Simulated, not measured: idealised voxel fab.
Process module in this document: voxel gate over fins
Shown is cross-section cut, with a width of 215 nm and square cells of size 5 nm.
Notation: cross-section as square-cell grid; stated in bands, top first, going down; one or more cell rows per band.
Per band: top height and bottom height in nm, followed by the left-to-right materials and their widths in nm; "throughout" marks a single material spanning edge to edge, "blank" marks empty space.
Ref level 0: as-received wafer is one material below here. Bottom band extends down with no lower bound ("top 0, no bottom").
Width "30..40": first value at the band's top row of cells, second value at its bottom row, equal change from row to row.
When a step is marked "no change occurred", none of the cells in the cross-section changed during that step.
"Enclosed voids" contains a list of empty spaces, each no smaller than 8 cells and without an open way to the top, written in the form width x height at distance with the distance from the left edge and all three in nm.
Formally, on a step line, whatever follows the settings is a remark that the simulator itself makes on the step.
On any step carrying a mask, the "overlay nm" setting, if present on the step's line, tells how far right of its planned place the mask lay; negative values point to the left.

[Steps planned for the process]
1: RECEIVE | material Si
2: CONFORMAL_DEP | material SiN | thk nm 5
3: MASKED_ETCH | tone cover | mask id FINS | width nm 15 | pitch nm 40 | etch materials SiN | depth nm 5 | overlay nm 0
4: MASKED_ETCH | tone cover | mask id FINS | width nm 15 | pitch nm 40 | etch materials Si | depth nm 35 | overlay nm 0
5: FILL_DEP | material SiO2 | thk nm 15
6: CMP | height nm 5
7: SELECTIVE_ETCH | etch materials SiO2 | depth nm 20
8: STRIP | etch materials SiN
9: CONFORMAL_DEP | material HfO2 | thk nm 5
10: CONFORMAL_DEP | material TiN | thk nm 5
11: FILL_DEP | material W | thk nm 15
12: CMP | height nm 20
13: CONFORMAL_DEP | material SiN | thk nm 5

[Wafer cross-section on receipt, i.e. after step 1]
> top 0, no bottom = Si throughout
> Enclosed voids: none

[Same starting wafer, same plan as above, one mistake in the execution; this is the cross-section at the end of the module]
> top 25, bottom 20 = SiN throughout
> top 20, bottom 5 = W throughout
> top 5, bottom 0 = W 70 nm | TiN 35 nm | W 5 nm | TiN 35 nm | W 70 nm
> top 0, bottom -5 = W 70 nm | TiN 5 nm | HfO2 25 nm | TiN 5 nm | W 5 nm | TiN 5 nm | HfO2 25 nm | TiN 5 nm | W 70 nm
> top -5, bottom -15 = W 70 nm | TiN 5 nm | HfO2 5 nm | Si 15 nm | HfO2 5 nm | TiN 5 nm | W 5 nm | TiN 5 nm | HfO2 5 nm | Si 15 nm | HfO2 5 nm | TiN 5 nm | W 70 nm
> top -15, bottom -20 = TiN 75 nm | HfO2 5 nm | Si 15 nm | HfO2 5 nm | TiN 15 nm | HfO2 5 nm | Si 15 nm | HfO2 5 nm | TiN 75 nm
> top -20, bottom -25 = HfO2 80 nm | Si 15 nm | HfO2 25 nm | Si 15 nm | HfO2 80 nm
> top -25, bottom -35 = SiO2 80 nm | Si 15 nm | SiO2 25 nm | Si 15 nm | SiO2 80 nm
> top -35, no bottom = Si throughout
> Enclosed voids: none
Against the plan, the run slipped here: step 6 changed vs plan, executed as CMP | height nm -5
